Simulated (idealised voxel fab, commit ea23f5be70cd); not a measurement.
Process module name: voxel plated lines
The width of the displayed cross-section, cut, is 210 nm; its cells are square, with a size of 5 nm.
A cross-section is a grid of square cells, given in bands from the top down. A band is one or more rows of cells. Top height, bottom height, nm. Materials left to right, width each, nm. Single material + "everywhere" = fills band edge to edge. "empty" = empty. Note: height 0 marks the level under which the wafer is uniformly one material as received. Lowest band unbounded below, written "0 -> down". Read "30 to 40" as a graded width: first number on top, second number at the bottom, same change between each pair of neighbouring rows. It should be understood that the words "no alteration", when stated for a given step, signify that the cross-section underwent no change in any of its cells during that step. "Voids, fully enclosed": sealed empty spaces, 8 cells or more, no open way to top, listed width x height at distance, with distance from the left edge and width, height and distance in nm. On each step's line, the part that comes after the settings is the simulator's own comment on the step. overlay nm: on a step with a mask, how far right of its planned place the mask lay; negative means left.
# Planned step list for the process
1 RECEIVE [material Si]
2 CONFORMAL_DEP [material SiN] [thk nm 10]
3 DIRECTIONAL_DEP [material TiN] [thk nm 5]
4 PATTERN [tone open] [mask id LINES] [material resist] [width nm 20] [pitch nm 45] [thk nm 30] [overlay nm 0]
5 EPI [material Ru] [thk nm 10]
6 EPI [material Ru] [thk nm 10]
7 STRIP [etch materials resist]
8 DIRECTIONAL_ETCH [etch materials TiN] [depth nm 5]
9 CONFORMAL_DEP [material SiCN] [thk nm 5]
The wafers are alike at the start. At step 9, their thk nm differs. The plan lists the first wafer's value.
# First of several wafers, received after step 1, in cross-section
- 0 -> down: Si everywhere
- Voids, fully enclosed: none
# Cross-section of the first of several wafers, taken after step 9, where the module ends
- 40 -> 35: 20 of empty | 30 of SiCN | 15 of empty | 30 of SiCN | 15 of empty | 30 of SiCN | 15 of empty | 30 of SiCN | 25 of empty
- 35 -> 15: 20 of empty | 5 of SiCN | 20 of Ru | 5 of SiCN | 15 of empty | 5 of SiCN | 20 of Ru | 5 of SiCN | 15 of empty | 5 of SiCN | 20 of Ru | 5 of SiCN | 15 of empty | 5 of SiCN | 20 of Ru | 5 of SiCN | 25 of empty
- 15 -> 10: 25 of SiCN | 20 of TiN | 25 of SiCN | 20 of TiN | 25 of SiCN | 20 of TiN | 25 of SiCN | 20 of TiN | 30 of SiCN
- 10 -> 0: SiN everywhere
- 0 -> down: Si everywhere
- Voids, fully enclosed: none
# Here we cross-sectioned the last of the wafers once the module was done
- 55 -> 35: 5 of empty | 195 of SiCN | 10 of empty
- 35 -> 30: 5 of empty | 20 of SiCN | 20 of Ru | 25 of SiCN | 20 of Ru | 25 of SiCN | 20 of Ru | 25 of SiCN | 20 of Ru | 20 of SiCN | 10 of empty
- 30 -> 15: 25 of SiCN | 20 of Ru | 25 of SiCN | 20 of Ru | 25 of SiCN | 20 of Ru | 25 of SiCN | 20 of Ru | 30 of SiCN
- 15 -> 10: 25 of SiCN | 20 of TiN | 25 of SiCN | 20 of TiN | 25 of SiCN | 20 of TiN | 25 of SiCN | 20 of TiN | 30 of SiCN
- 10 -> 0: SiN everywhere
- 0 -> down: Si everywhere
- Voids, fully enclosed: none
# Note: the following table is arranged by wafer, a row apiece. Each row reports the end-of-module state: per material, cells gained (+) or cells lost (-) compared with the wafer as received; closed voids follow
thk nm 5, +64 Ru, +82 SiCN, +84 SiN, +16 TiN, Voids, fully enclosed: none
thk nm 10, +64 Ru, +164 SiCN, +84 SiN, +16 TiN, Voids, fully enclosed: none
thk nm 15, +64 Ru, +231 SiCN, +84 SiN, +16 TiN, Voids, fully enclosed: none
thk nm 20, +64 Ru, +283 SiCN, +84 SiN, +16 TiN, Voids, fully enclosed: none
